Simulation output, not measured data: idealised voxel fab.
Process module, titled voxel capacitor over wiring
The figure presents cross-section cut, which has a width of 280 nm and is divided into square cells with an edge length of 5 nm.
Heads up, the way a cross-section reads in here is a grid of square cells, handed over as bands from the top down, with every band being one or more rows of cells.
Each band's line starts with the height of the band's top and of its bottom, in nm. Then come its materials from left to right, each with its width in nm. One material with "throughout" fills the band from edge to edge. "air" is empty space.
Below 0: as-received wafer, all one material; heights counted from there. Lowest band: no bottom, goes on down, written "0..down".
The expression "30 to 40" gives the width at the extremes of the band, the first number at its top row of cells and the second at its bottom row, with the width changing by equal amounts from each row to the next in between.
Any step labelled "identical to before" changed none of the cells in the cross-section.
Entry "Sealed voids". Content: empty spaces with no open connection to the top, size 8 cells or greater. Each: width x height at distance. Distance: from left edge. Unit: nm.
Where a step's line continues beyond its settings, the continuation is a remark by the simulator itself on that step.
You can add "overlay nm" to a step's line. For a step with a mask, it describes how far the mask lay to the right of its planned position, and a negative number describes a lay to the left.
PROCESS STEPS (PLANNED)
step 1: RECEIVE: material Si
step 2: CONFORMAL_DEP: material SiO2, thk nm 10
step 3: DIRECTIONAL_DEP: material TiN, thk nm 5
step 4: DIRECTIONAL_DEP: material W, thk nm 20
step 5: MASKED_ETCH: tone cover, mask id METAL_1, width nm 25, pitch nm 85, etch materials W, depth nm 20, overlay nm 0
step 6: MASKED_ETCH: tone cover, mask id METAL_1, width nm 25, pitch nm 85, etch materials TiN, depth nm 5, overlay nm 0
step 7: CONFORMAL_DEP: material SiN, thk nm 5
step 8: FILL_DEP: material lowk, thk nm 5
step 9: CMP: height nm 35
step 10: CONFORMAL_DEP: material SiCN, thk nm 5
step 11: DIRECTIONAL_DEP: material SiO2, thk nm 15
step 12: PATTERN: tone open, mask id PLUG_1, material resist, width nm 15, thk nm 15, overlay nm 0
step 13: DIRECTIONAL_ETCH: etch materials SiO2, depth nm 15
step 14: DIRECTIONAL_ETCH: etch materials SiCN, depth nm 5
step 15: STRIP: etch materials resist
step 16: EPI: material Ru, thk nm 10
step 17: EPI: material Ru, thk nm 10
step 18: DIRECTIONAL_DEP: material TiN, thk nm 10
step 19: DIRECTIONAL_DEP: material HfO2, thk nm 5
step 20: DIRECTIONAL_DEP: material TiN, thk nm 5
step 21: DIRECTIONAL_DEP: material aC, thk nm 15
step 22: PATTERN: tone cover, mask id UPPER_PLATE, material resist, width nm 65, thk nm 30, overlay nm 0
step 23: DIRECTIONAL_ETCH: etch materials aC, depth nm 15
step 24: STRIP: etch materials resist
step 25: DIRECTIONAL_ETCH: etch materials TiN, depth nm 5
step 26: DIRECTIONAL_ETCH: etch materials HfO2, depth nm 5
step 27: STRIP: etch materials aC
step 28: DIRECTIONAL_DEP: material aC, thk nm 15
step 29: PATTERN: tone cover, mask id LOWER_PLATE, material resist, width nm 75, thk nm 35, overlay nm 0
step 30: DIRECTIONAL_ETCH: etch materials aC, depth nm 15
step 31: STRIP: etch materials resist
step 32: DIRECTIONAL_ETCH: etch materials TiN, depth nm 10
step 33: STRIP: etch materials aC
step 34: FILL_DEP: material SiO2, thk nm 15
step 35: CMP: height nm 85
step 36: DIRECTIONAL_DEP: material aC, thk nm 15
step 37: PATTERN: tone open, mask id PLUG_2, material resist, width nm 15, thk nm 35, overlay nm 0
step 38: DIRECTIONAL_ETCH: etch materials aC, depth nm 15
step 39: STRIP: etch materials resist
step 40: DIRECTIONAL_ETCH: etch materials SiO2, depth nm 10
step 41: STRIP: etch materials aC
step 42: CONFORMAL_DEP: material TiN, thk nm 5
step 43: FILL_DEP: material Cu, thk nm 5
step 44: CMP: height nm 85
step 45: CONFORMAL_DEP: material SiCN, thk nm 5
THE FOLLOWING PERTAINS TO THE FIRST OF TWO WAFERS, WHICH WAS PROCESSED AS PLANNED
SHOWN IN CROSS-SECTION IS THE WAFER AS RECEIVED, THAT IS, AS IT STANDS AFTER STEP 1
    0..down = Si throughout
    Sealed voids: none
CROSS-SECTION OF THE WAFER AFTER STEP 2
    10..0 = SiO2 throughout
    Anything lower than 0 is untouched.
CROSS-SECTION OF THE WAFER AFTER STEP 3
    15..10 = TiN throughout
    Anything lower than 10 is untouched.
CROSS-SECTION OF THE WAFER AFTER STEP 4
    35..15 = W throughout
    Anything lower than 15 is untouched.
CROSS-SECTION OF THE WAFER AFTER STEP 5
    35..15 = 85 of air, 25 of W, 60 of air, 25 of W, 85 of air
    Anything lower than 15 is untouched.
CROSS-SECTION OF THE WAFER AFTER STEP 6
    35..15 = 85 of air, 25 of W, 60 of air, 25 of W, 85 of air
    15..10 = 85 of air, 25 of TiN, 60 of air, 25 of TiN, 85 of air
    Anything lower than 10 is untouched.
CROSS-SECTION OF THE WAFER AFTER STEP 7
    40..35 = 80 of air, 35 of SiN, 50 of air, 35 of SiN, 80 of air
    35..15 = 80 of air, 5 of SiN, 25 of W, 5 of SiN, 50 of air, 5 of SiN, 25 of W, 5 of SiN, 80 of air
    15..10 = 85 of SiN, 25 of TiN, 60 of SiN, 25 of TiN, 85 of SiN
    Anything lower than 10 is untouched.
CROSS-SECTION OF THE WAFER AFTER STEP 8
    45..40 = lowk throughout
    40..35 = 80 of lowk, 35 of SiN, 50 of lowk, 35 of SiN, 80 of lowk
    35..15 = 80 of lowk, 5 of SiN, 25 of W, 5 of SiN, 50 of lowk, 5 of SiN, 25 of W, 5 of SiN, 80 of lowk
    Anything lower than 15 is untouched.
CROSS-SECTION OF THE WAFER AFTER STEP 9
    35..15 = 80 of lowk, 5 of SiN, 25 of W, 5 of SiN, 50 of lowk, 5 of SiN, 25 of W, 5 of SiN, 80 of lowk
    Anything lower than 15 is untouched.
CROSS-SECTION OF THE WAFER AFTER STEP 10
    40..35 = SiCN throughout
    Anything lower than 35 is untouched.
CROSS-SECTION OF THE WAFER AFTER STEP 11
    55..40 = SiO2 throughout
    Anything lower than 40 is untouched.
CROSS-SECTION OF THE WAFER AFTER STEP 12
    70..55 = 95 of resist, 15 of air, 170 of resist
    Anything lower than 55 is untouched.
CROSS-SECTION OF THE WAFER AFTER STEP 13
    70..55 = 95 of resist, 15 of air, 170 of resist
    55..40 = 95 of SiO2, 15 of air, 170 of SiO2
    Anything lower than 40 is untouched.
CROSS-SECTION OF THE WAFER AFTER STEP 14
    70..55 = 95 of resist, 15 of air, 170 of resist
    55..40 = 95 of SiO2, 15 of air, 170 of SiO2
    40..35 = 95 of SiCN, 15 of air, 170 of SiCN
    Anything lower than 35 is untouched.
CROSS-SECTION OF THE WAFER AFTER STEP 15
    55..40 = 95 of SiO2, 15 of air, 170 of SiO2
    Anything lower than 40 is untouched.
CROSS-SECTION OF THE WAFER AFTER STEP 16
    55..45 = 95 of SiO2, 15 of air, 170 of SiO2
    45..40 = 95 of SiO2, 15 of Ru, 170 of SiO2
    40..35 = 95 of SiCN, 15 of Ru, 170 of SiCN
    Anything lower than 35 is untouched.
CROSS-SECTION OF THE WAFER AFTER STEP 17
    55..40 = 95 of SiO2, 15 of Ru, 170 of SiO2
    Anything lower than 40 is untouched.
CROSS-SECTION OF THE WAFER AFTER STEP 18
    65..55 = TiN throughout
    Anything lower than 55 is untouched.
CROSS-SECTION OF THE WAFER AFTER STEP 19
    70..65 = HfO2 throughout
    Anything lower than 65 is untouched.
CROSS-SECTION OF THE WAFER AFTER STEP 20
    75..70 = TiN throughout
    Anything lower than 70 is untouched.
CROSS-SECTION OF THE WAFER AFTER STEP 21
    90..75 = aC throughout
    Anything lower than 75 is untouched.
CROSS-SECTION OF THE WAFER AFTER STEP 22
    120..90 = 95 of air, 65 of resist, 120 of air
    Anything lower than 90 is untouched.
CROSS-SECTION OF THE WAFER AFTER STEP 23
    105..90 = 95 of air, 65 of resist, 120 of air
    90..75 = 95 of air, 65 of aC, 120 of air
    Anything lower than 75 is untouched.
CROSS-SECTION OF THE WAFER AFTER STEP 24
    90..75 = 95 of air, 65 of aC, 120 of air
    Anything lower than 75 is untouched.
CROSS-SECTION OF THE WAFER AFTER STEP 25
    90..75 = 95 of air, 65 of aC, 120 of air
    75..70 = 95 of air, 65 of TiN, 120 of air
    Anything lower than 70 is untouched.
CROSS-SECTION OF THE WAFER AFTER STEP 26
    90..75 = 95 of air, 65 of aC, 120 of air
    75..70 = 95 of air, 65 of TiN, 120 of air
    70..65 = 95 of air, 65 of HfO2, 120 of air
    Anything lower than 65 is untouched.
CROSS-SECTION OF THE WAFER AFTER STEP 27
    75..70 = 95 of air, 65 of TiN, 120 of air
    Anything lower than 70 is untouched.
CROSS-SECTION OF THE WAFER AFTER STEP 28
    90..80 = 95 of air, 65 of aC, 120 of air
    80..75 = aC throughout
    75..70 = 95 of aC, 65 of TiN, 120 of aC
    70..65 = 95 of aC, 65 of HfO2, 120 of aC
    Anything lower than 65 is untouched.
CROSS-SECTION OF THE WAFER AFTER STEP 29
    125..90 = 90 of air, 75 of resist, 115 of air
    90..80 = 90 of air, 5 of resist, 65 of aC, 5 of resist, 115 of air
    Anything lower than 80 is untouched.
CROSS-SECTION OF THE WAFER AFTER STEP 30
    110..90 = 90 of air, 75 of resist, 115 of air
    90..80 = 90 of air, 5 of resist, 65 of aC, 5 of resist, 115 of air
    80..75 = 90 of air, 75 of aC, 115 of air
    75..70 = 90 of air, 5 of aC, 65 of TiN, 5 of aC, 115 of air
    70..65 = 90 of air, 5 of aC, 65 of HfO2, 5 of aC, 115 of air
    Anything lower than 65 is untouched.
CROSS-SECTION OF THE WAFER AFTER STEP 31
    90..80 = 95 of air, 65 of aC, 120 of air
    Anything lower than 80 is untouched.
CROSS-SECTION OF THE WAFER AFTER STEP 32
    90..80 = 95 of air, 65 of aC, 120 of air
    80..75 = 90 of air, 75 of aC, 115 of air
    75..70 = 90 of air, 5 of aC, 65 of TiN, 5 of aC, 115 of air
    70..65 = 90 of air, 5 of aC, 65 of HfO2, 5 of aC, 115 of air
    65..55 = 90 of air, 75 of TiN, 115 of air
    Anything lower than 55 is untouched.
CROSS-SECTION OF THE WAFER AFTER STEP 33
    75..70 = 95 of air, 65 of TiN, 120 of air
    70..65 = 95 of air, 65 of HfO2, 120 of air
    Anything lower than 65 is untouched.
CROSS-SECTION OF THE WAFER AFTER STEP 34
    90..75 = SiO2 throughout
    75..70 = 95 of SiO2, 65 of TiN, 120 of SiO2
    70..65 = 95 of SiO2, 65 of HfO2, 120 of SiO2
    65..55 = 90 of SiO2, 75 of TiN, 115 of SiO2
    Anything lower than 55 is untouched.
CROSS-SECTION OF THE WAFER AFTER STEP 35
    85..75 = SiO2 throughout
    Anything lower than 75 is untouched.
CROSS-SECTION OF THE WAFER AFTER STEP 36
    100..85 = aC throughout
    Anything lower than 85 is untouched.
CROSS-SECTION OF THE WAFER AFTER STEP 37
    135..100 = 105 of resist, 15 of air, 160 of resist
    Anything lower than 100 is untouched.
CROSS-SECTION OF THE WAFER AFTER STEP 38
    120..100 = 105 of resist, 15 of air, 160 of resist
    100..85 = 105 of aC, 15 of air, 160 of aC
    Anything lower than 85 is untouched.
CROSS-SECTION OF THE WAFER AFTER STEP 39
    100..85 = 105 of aC, 15 of air, 160 of aC
    Anything lower than 85 is untouched.
CROSS-SECTION OF THE WAFER AFTER STEP 40
    100..85 = 105 of aC, 15 of air, 160 of aC
    85..75 = 105 of SiO2, 15 of air, 160 of SiO2
    Anything lower than 75 is untouched.
CROSS-SECTION OF THE WAFER AFTER STEP 41
    85..75 = 105 of SiO2, 15 of air, 160 of SiO2
    Anything lower than 75 is untouched.
CROSS-SECTION OF THE WAFER AFTER STEP 42
    90..85 = 110 of TiN, 5 of air, 165 of TiN
    85..80 = 105 of SiO2, 5 of TiN, 5 of air, 5 of TiN, 160 of SiO2
    80..70 = 105 to 95 of SiO2, 15 to 65 of TiN, 160 to 120 of SiO2
    Anything lower than 70 is untouched.
CROSS-SECTION OF THE WAFER AFTER STEP 43
    95..90 = Cu throughout
    90..85 = 110 of TiN, 5 of Cu, 165 of TiN
    85..80 = 105 of SiO2, 5 of TiN, 5 of Cu, 5 of TiN, 160 of SiO2
    Anything lower than 80 is untouched.
CROSS-SECTION OF THE WAFER AFTER STEP 44
    85..80 = 105 of SiO2, 5 of TiN, 5 of Cu, 5 of TiN, 160 of SiO2
    Anything lower than 80 is untouched.
CROSS-SECTION OF THE WAFER AFTER STEP 45
    90..85 = SiCN throughout
    Anything lower than 85 is untouched.
SECOND WAFER: LIKE START, LIKE PLAN, ONE MISTAKE. THROUGH STEP 8 IT MATCHES THE FIRST WAFER
CROSS-SECTION OF THE SECOND WAFER WHEN, ACCORDING TO PLAN, STEP 9 SHOULD HAVE FINISHED
    40..35 = 80 of lowk, 35 of SiN, 50 of lowk, 35 of SiN, 80 of lowk
    Anything lower than 35 is untouched.
CROSS-SECTION OF THE SECOND WAFER WHEN, ACCORDING TO PLAN, STEP 10 SHOULD HAVE FINISHED
    45..40 = SiCN throughout
    Anything lower than 40 is untouched.
CROSS-SECTION OF THE SECOND WAFER WHEN, ACCORDING TO PLAN, STEP 11 SHOULD HAVE FINISHED
    60..45 = SiO2 throughout
    Anything lower than 45 is untouched.
CROSS-SECTION OF THE SECOND WAFER WHEN, ACCORDING TO PLAN, STEP 12 SHOULD HAVE FINISHED
    75..60 = 95 of resist, 15 of air, 170 of resist
    Anything lower than 60 is untouched.
CROSS-SECTION OF THE SECOND WAFER WHEN, ACCORDING TO PLAN, STEP 13 SHOULD HAVE FINISHED
    75..60 = 95 of resist, 15 of air, 170 of resist
    60..45 = 95 of SiO2, 15 of air, 170 of SiO2
    Anything lower than 45 is untouched.
CROSS-SECTION OF THE SECOND WAFER WHEN, ACCORDING TO PLAN, STEP 14 SHOULD HAVE FINISHED
    75..60 = 95 of resist, 15 of air, 170 of resist
    60..45 = 95 of SiO2, 15 of air, 170 of SiO2
    45..40 = 95 of SiCN, 15 of air, 170 of SiCN
    Anything lower than 40 is untouched.
CROSS-SECTION OF THE SECOND WAFER WHEN, ACCORDING TO PLAN, STEP 15 SHOULD HAVE FINISHED
    60..45 = 95 of SiO2, 15 of air, 170 of SiO2
    Anything lower than 45 is untouched.
Cross-section of the second wafer when, according to plan, step 16 should have finished: identical to before
Cross-section of the second wafer when, according to plan, step 17 should have finished: identical to before
CROSS-SECTION OF THE SECOND WAFER WHEN, ACCORDING TO PLAN, STEP 18 SHOULD HAVE FINISHED
    70..60 = 95 of TiN, 15 of air, 170 of TiN
    60..50 = 95 of SiO2, 15 of air, 170 of SiO2
    50..45 = 95 of SiO2, 15 of TiN, 170 of SiO2
    45..40 = 95 of SiCN, 15 of TiN, 170 of SiCN
    Anything lower than 40 is untouched.
CROSS-SECTION OF THE SECOND WAFER WHEN, ACCORDING TO PLAN, STEP 19 SHOULD HAVE FINISHED
    75..70 = 95 of HfO2, 15 of air, 170 of HfO2
    70..60 = 95 of TiN, 15 of air, 170 of TiN
    60..55 = 95 of SiO2, 15 of air, 170 of SiO2
    55..50 = 95 of SiO2, 15 of HfO2, 170 of SiO2
    Anything lower than 50 is untouched.
CROSS-SECTION OF THE SECOND WAFER WHEN, ACCORDING TO PLAN, STEP 20 SHOULD HAVE FINISHED
    80..75 = 95 of TiN, 15 of air, 170 of TiN
    75..70 = 95 of HfO2, 15 of air, 170 of HfO2
    70..60 = 95 of TiN, 15 of air, 170 of TiN
    60..55 = 95 of SiO2, 15 of TiN, 170 of SiO2
    Anything lower than 55 is untouched.
CROSS-SECTION OF THE SECOND WAFER WHEN, ACCORDING TO PLAN, STEP 21 SHOULD HAVE FINISHED
    95..80 = 95 of aC, 15 of air, 170 of aC
    80..75 = 95 of TiN, 15 of air, 170 of TiN
    75..70 = 95 of HfO2, 15 of aC, 170 of HfO2
    70..60 = 95 of TiN, 15 of aC, 170 of TiN
    Anything lower than 60 is untouched.
CROSS-SECTION OF THE SECOND WAFER WHEN, ACCORDING TO PLAN, STEP 22 SHOULD HAVE FINISHED
    125..95 = 95 of air, 65 of resist, 120 of air
    95..80 = 95 of aC, 15 of resist, 170 of aC
    80..75 = 95 of TiN, 15 of resist, 170 of TiN
    Anything lower than 75 is untouched.
CROSS-SECTION OF THE SECOND WAFER WHEN, ACCORDING TO PLAN, STEP 23 SHOULD HAVE FINISHED
    110..95 = 95 of air, 65 of resist, 120 of air
    95..80 = 95 of air, 15 of resist, 50 of aC, 120 of air
    Anything lower than 80 is untouched.
CROSS-SECTION OF THE SECOND WAFER WHEN, ACCORDING TO PLAN, STEP 24 SHOULD HAVE FINISHED
    95..80 = 110 of air, 50 of aC, 120 of air
    80..75 = 95 of TiN, 15 of air, 170 of TiN
    Anything lower than 75 is untouched.
CROSS-SECTION OF THE SECOND WAFER WHEN, ACCORDING TO PLAN, STEP 25 SHOULD HAVE FINISHED
    95..80 = 110 of air, 50 of aC, 120 of air
    80..75 = 110 of air, 50 of TiN, 120 of air
    Anything lower than 75 is untouched.
CROSS-SECTION OF THE SECOND WAFER WHEN, ACCORDING TO PLAN, STEP 26 SHOULD HAVE FINISHED
    95..80 = 110 of air, 50 of aC, 120 of air
    80..75 = 110 of air, 50 of TiN, 120 of air
    75..70 = 95 of air, 15 of aC, 50 of HfO2, 120 of air
    Anything lower than 70 is untouched.
CROSS-SECTION OF THE SECOND WAFER WHEN, ACCORDING TO PLAN, STEP 27 SHOULD HAVE FINISHED
    80..75 = 110 of air, 50 of TiN, 120 of air
    75..70 = 110 of air, 50 of HfO2, 120 of air
    70..60 = 95 of TiN, 15 of air, 170 of TiN
    Anything lower than 60 is untouched.
CROSS-SECTION OF THE SECOND WAFER WHEN, ACCORDING TO PLAN, STEP 28 SHOULD HAVE FINISHED
    95..85 = 110 of air, 50 of aC, 120 of air
    85..80 = 95 of aC, 15 of air, 170 of aC
    80..75 = 95 of aC, 15 of air, 50 of TiN, 120 of aC
    75..70 = 110 of aC, 50 of HfO2, 120 of aC
    70..60 = 95 of TiN, 15 of aC, 170 of TiN
    Anything lower than 60 is untouched.
CROSS-SECTION OF THE SECOND WAFER WHEN, ACCORDING TO PLAN, STEP 29 SHOULD HAVE FINISHED
    130..95 = 90 of air, 75 of resist, 115 of air
    95..85 = 90 of air, 20 of resist, 50 of aC, 5 of resist, 115 of air
    85..80 = 95 of aC, 15 of resist, 170 of aC
    80..75 = 95 of aC, 15 of resist, 50 of TiN, 120 of aC
    Anything lower than 75 is untouched.
CROSS-SECTION OF THE SECOND WAFER WHEN, ACCORDING TO PLAN, STEP 30 SHOULD HAVE FINISHED
    115..95 = 90 of air, 75 of resist, 115 of air
    95..85 = 90 of air, 20 of resist, 50 of aC, 5 of resist, 115 of air
    85..80 = 90 of air, 5 of aC, 15 of resist, 55 of aC, 115 of air
    80..75 = 90 of air, 5 of aC, 15 of resist, 50 of TiN, 5 of aC, 115 of air
    75..70 = 90 of air, 20 of aC, 50 of HfO2, 5 of aC, 115 of air
    Anything lower than 70 is untouched.
CROSS-SECTION OF THE SECOND WAFER WHEN, ACCORDING TO PLAN, STEP 31 SHOULD HAVE FINISHED
    95..85 = 110 of air, 50 of aC, 120 of air
    85..80 = 90 of air, 5 of aC, 15 of air, 55 of aC, 115 of air
    80..75 = 90 of air, 5 of aC, 15 of air, 50 of TiN, 5 of aC, 115 of air
    Anything lower than 75 is untouched.
CROSS-SECTION OF THE SECOND WAFER WHEN, ACCORDING TO PLAN, STEP 32 SHOULD HAVE FINISHED
    95..85 = 110 of air, 50 of aC, 120 of air
    85..80 = 90 of air, 5 of aC, 15 of air, 55 of aC, 115 of air
    80..75 = 90 of air, 5 of aC, 15 of air, 50 of TiN, 5 of aC, 115 of air
    75..70 = 90 of air, 20 of aC, 50 of HfO2, 5 of aC, 115 of air
    70..60 = 90 of air, 5 of TiN, 15 of aC, 55 of TiN, 115 of air
    Anything lower than 60 is untouched.
CROSS-SECTION OF THE SECOND WAFER WHEN, ACCORDING TO PLAN, STEP 33 SHOULD HAVE FINISHED
    80..75 = 110 of air, 50 of TiN, 120 of air
    75..70 = 110 of air, 50 of HfO2, 120 of air
    70..60 = 90 of air, 5 of TiN, 15 of air, 55 of TiN, 115 of air
    Anything lower than 60 is untouched.
CROSS-SECTION OF THE SECOND WAFER WHEN, ACCORDING TO PLAN, STEP 34 SHOULD HAVE FINISHED
    95..80 = SiO2 throughout
    80..75 = 110 of SiO2, 50 of TiN, 120 of SiO2
    75..70 = 110 of SiO2, 50 of HfO2, 120 of SiO2
    70..60 = 90 of SiO2, 5 of TiN, 15 of SiO2, 55 of TiN, 115 of SiO2
    Anything lower than 60 is untouched.
CROSS-SECTION OF THE SECOND WAFER WHEN, ACCORDING TO PLAN, STEP 35 SHOULD HAVE FINISHED
    85..80 = SiO2 throughout
    Anything lower than 80 is untouched.
CROSS-SECTION OF THE SECOND WAFER WHEN, ACCORDING TO PLAN, STEP 36 SHOULD HAVE FINISHED
    100..85 = aC throughout
    Anything lower than 85 is untouched.
CROSS-SECTION OF THE SECOND WAFER WHEN, ACCORDING TO PLAN, STEP 37 SHOULD HAVE FINISHED
    135..100 = 105 of resist, 15 of air, 160 of resist
    Anything lower than 100 is untouched.
CROSS-SECTION OF THE SECOND WAFER WHEN, ACCORDING TO PLAN, STEP 38 SHOULD HAVE FINISHED
    120..100 = 105 of resist, 15 of air, 160 of resist
    100..85 = 105 of aC, 15 of air, 160 of aC
    Anything lower than 85 is untouched.
CROSS-SECTION OF THE SECOND WAFER WHEN, ACCORDING TO PLAN, STEP 39 SHOULD HAVE FINISHED
    100..85 = 105 of aC, 15 of air, 160 of aC
    Anything lower than 85 is untouched.
CROSS-SECTION OF THE SECOND WAFER WHEN, ACCORDING TO PLAN, STEP 40 SHOULD HAVE FINISHED
    100..85 = 105 of aC, 15 of air, 160 of aC
    85..80 = 105 of SiO2, 15 of air, 160 of SiO2
    80..75 = 105 of SiO2, 5 of air, 50 of TiN, 120 of SiO2
    Anything lower than 75 is untouched.
CROSS-SECTION OF THE SECOND WAFER WHEN, ACCORDING TO PLAN, STEP 41 SHOULD HAVE FINISHED
    85..80 = 105 of SiO2, 15 of air, 160 of SiO2
    Anything lower than 80 is untouched.
CROSS-SECTION OF THE SECOND WAFER WHEN, ACCORDING TO PLAN, STEP 42 SHOULD HAVE FINISHED
    90..85 = 110 of TiN, 5 of air, 165 of TiN
    85..75 = 105 of SiO2, 15 to 55 of TiN, 160 to 120 of SiO2
    Anything lower than 75 is untouched.
CROSS-SECTION OF THE SECOND WAFER WHEN, ACCORDING TO PLAN, STEP 43 SHOULD HAVE FINISHED
    95..90 = Cu throughout
    90..85 = 110 of TiN, 5 of Cu, 165 of TiN
    Anything lower than 85 is untouched.
CROSS-SECTION OF THE SECOND WAFER WHEN, ACCORDING TO PLAN, STEP 44 SHOULD HAVE FINISHED
    85..75 = 105 of SiO2, 15 to 55 of TiN, 160 to 120 of SiO2
    Anything lower than 75 is untouched.
CROSS-SECTION OF THE SECOND WAFER WHEN, ACCORDING TO PLAN, STEP 45 SHOULD HAVE FINISHED
    90..85 = SiCN throughout
    Anything lower than 85 is untouched.
Heads up, the wafer didn't run the way we planned it: step 9 deviated from plan and actually ran as CMP: height nm 40
The final cell counts differ between the wafers, with the second having more or fewer of some materials than the first: Cu: 1 fewer; Ru: 12 fewer; SiN: 14 more; SiO2: 42 fewer; TiN: 1 fewer; lowk: 42 more
